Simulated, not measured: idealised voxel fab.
process module | voxel local oxidation
cross-section cut | 285 nm wide | cells 5 nm
A cross-section is a grid of square cells, given in bands from the top down. A band is one or more rows of cells.
Each band's line starts with the height of the band's top and of its bottom, in nm. Then come its materials from left to right, each with its width in nm. One material with "throughout" fills the band from edge to edge. "air" is empty space.
Height 0 is the level under which the wafer as received is all one material. The lowest band goes on downwards, as in "0 down".
A width such as "30 to 40" changes by the same amount from each row of cells to the next, from the band's top row to its bottom row.
"no change" after a step means that no cell of the cross-section changed.
closed voids: empty space of 8 cells or more with no open way to the top, each as width x height at its distance from the left edge, in nm
after a step's settings: what the simulator itself notes on the step
overlay nm, on a step with a mask: how far to the right of its planned place the mask lay; to the left if negative
plan
1 op RECEIVE | material Si
2 op OXIDIZE | depth nm 5
3 op CONFORMAL_DEP | material SiN | thk nm 10
4 op DIRECTIONAL_DEP | material aC | thk nm 10
5 op PATTERN | tone cover | mask id ACTIVE | material resist | width nm 100 | thk nm 25 | overlay nm 0
6 op DIRECTIONAL_ETCH | etch materials aC | depth nm 10
7 op STRIP | etch materials resist
8 op DIRECTIONAL_ETCH | etch materials SiN | depth nm 10
9 op STRIP | etch materials aC
10 op SELECTIVE_ETCH | etch materials SiO2 | depth nm 5
11 op OXIDIZE | depth nm 10
12 op STRIP | etch materials SiN
first wafer, as planned
as received, after step 1
  0 down: Si throughout
  closed voids: none
after step 2
  0 to -5: SiO2 throughout
  below -5: unchanged
after step 3
  10 to 0: SiN throughout
  below 0: unchanged
after step 4
  20 to 10: aC throughout
  below 10: unchanged
after step 5
  45 to 20: air 90 | resist 100 | air 95
  below 20: unchanged
after step 6
  35 to 20: air 90 | resist 100 | air 95
  20 to 10: air 90 | aC 100 | air 95
  below 10: unchanged
after step 7
  20 to 10: air 90 | aC 100 | air 95
  below 10: unchanged
after step 8
  20 to 10: air 90 | aC 100 | air 95
  10 to 0: air 90 | SiN 100 | air 95
  below 0: unchanged
after step 9
  10 to 0: air 90 | SiN 100 | air 95
  below 0: unchanged
after step 10
  10 to 0: air 90 | SiN 100 | air 95
  0 to -5: air 95 | SiO2 90 | air 100
  below -5: unchanged
after step 11
  10 to 0: air 90 | SiN 100 | air 95
  0 to -5: air 95 | SiO2 90 | air 100
  -5 to -15: SiO2 105 | Si 70 | SiO2 110
  below -15: unchanged
after step 12
  0 to -5: air 95 | SiO2 90 | air 100
  below -5: unchanged
second wafer: like start, like plan, one mistake. Through step 4 it matches the first wafer
when step 5 should have ended
  45 to 20: air 90 | resist 105 | air 90
  below 20: unchanged
when step 6 should have ended
  35 to 20: air 90 | resist 105 | air 90
  20 to 10: air 90 | aC 105 | air 90
  below 10: unchanged
when step 7 should have ended
  20 to 10: air 90 | aC 105 | air 90
  below 10: unchanged
when step 8 should have ended
  20 to 10: air 90 | aC 105 | air 90
  10 to 0: air 90 | SiN 105 | air 90
  below 0: unchanged
when step 9 should have ended
  10 to 0: air 90 | SiN 105 | air 90
  below 0: unchanged
when step 10 should have ended
  10 to 0: air 90 | SiN 105 | air 90
  0 to -5: air 95 | SiO2 95 | air 95
  below -5: unchanged
when step 11 should have ended
  10 to 0: air 90 | SiN 105 | air 90
  0 to -5: air 95 | SiO2 95 | air 95
  -5 to -15: SiO2 105 | Si 75 | SiO2 105
  below -15: unchanged
when step 12 should have ended
  0 to -5: air 95 | SiO2 95 | air 95
  below -5: unchanged
what went wrong: step 5 ran as: op PATTERN | tone cover | mask id ACTIVE | material resist | width nm 105 | thk nm 25 | overlay nm 0
at the end the second wafer has, in cells: 2 more of Si | 1 fewer of SiO2
